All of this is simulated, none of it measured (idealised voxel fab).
You're looking at the process module voxel trench capacitor.
195 nm wide, 5 nm square cells: that's cross-section cut.
How to read a cross-section here: the picture is a grid of square cells, written as bands going from the top down, and any band can span one or more rows of cells. A band entry consists of two parts. The first gives the height of the band's top and the height of its bottom, in nm. The rest lists the band's materials from left to right, each with its width in nm. A single material labelled with the word "everywhere" fills the band from edge to edge, and the word "blank" marks empty space. The reference from which all heights are counted is 0, the level beneath which the as-received wafer is entirely one material; the lowest band, having no lower bound, proceeds downward and is written after the example "0 and below". It should be noted that a width expressed as "30->40" varies in equal increments from row to row of cells within the band, taking the value of the first number at the top row and that of the second number at the bottom row. When a step is marked "no modifications", none of the cells in the cross-section changed during that step. Entry "Enclosed void catalog" = empty spaces >= 8 cells with no open way to the top; each as width x height at distance, distance from left edge, all nm. Text after the settings on a step's line: the simulator's own remark on that step. The optional step-line setting "overlay nm" applies to steps with a mask and quantifies how far to the right of its planned location the mask lay, a negative value indicating leftward placement.
-- Set out below are the planned steps of the process
| 1 | RECEIVE | material Si |
| 2 | CONFORMAL_DEP | material SiN | thk nm 10 |
| 3 | PATTERN | tone open | mask id TRENCH | material resist | width nm 25 | pitch nm 45 | thk nm 15 | overlay nm 0 |
| 4 | DIRECTIONAL_ETCH | etch materials SiN | depth nm 10 |
| 5 | DIRECTIONAL_ETCH | etch materials Si | depth nm 30 |
| 6 | STRIP | etch materials resist |
| 7 | CONFORMAL_DEP | material Al2O3 | thk nm 5 |
| 8 | CONFORMAL_DEP | material TiN | thk nm 5 |
| 9 | FILL_DEP | material W | thk nm 5 |
| 10 | CMP | height nm 10 |
-- This is the cross-section of the wafer as we received it, i.e. after step 1
    0 and below | Si everywhere
    Enclosed void catalog: none
-- Post-module cross-section: identical start and plan to those above, one misstep in execution
    10 down to 0 | 40 nm SiN, then 10 nm Al2O3, then 5 nm W, then 10 nm Al2O3, then 20 nm SiN, then 10 nm Al2O3, then 5 nm W, then 10 nm Al2O3, then 20 nm SiN, then 10 nm Al2O3, then 5 nm W, then 10 nm Al2O3, then 40 nm SiN
    0 down to -20 | 40 nm Si, then 10 nm Al2O3, then 5 nm W, then 10 nm Al2O3, then 20 nm Si, then 10 nm Al2O3, then 5 nm W, then 10 nm Al2O3, then 20 nm Si, then 10 nm Al2O3, then 5 nm W, then 10 nm Al2O3, then 40 nm Si
    -20 down to -30 | 40 nm Si, then 25 nm Al2O3, then 20 nm Si, then 25 nm Al2O3, then 20 nm Si, then 25 nm Al2O3, then 40 nm Si
    -30 and below | Si everywhere
    Enclosed void catalog: none
What was the processing mistake? not per plan at step 8, really ran CONFORMAL_DEP | material Al2O3 | thk nm 5
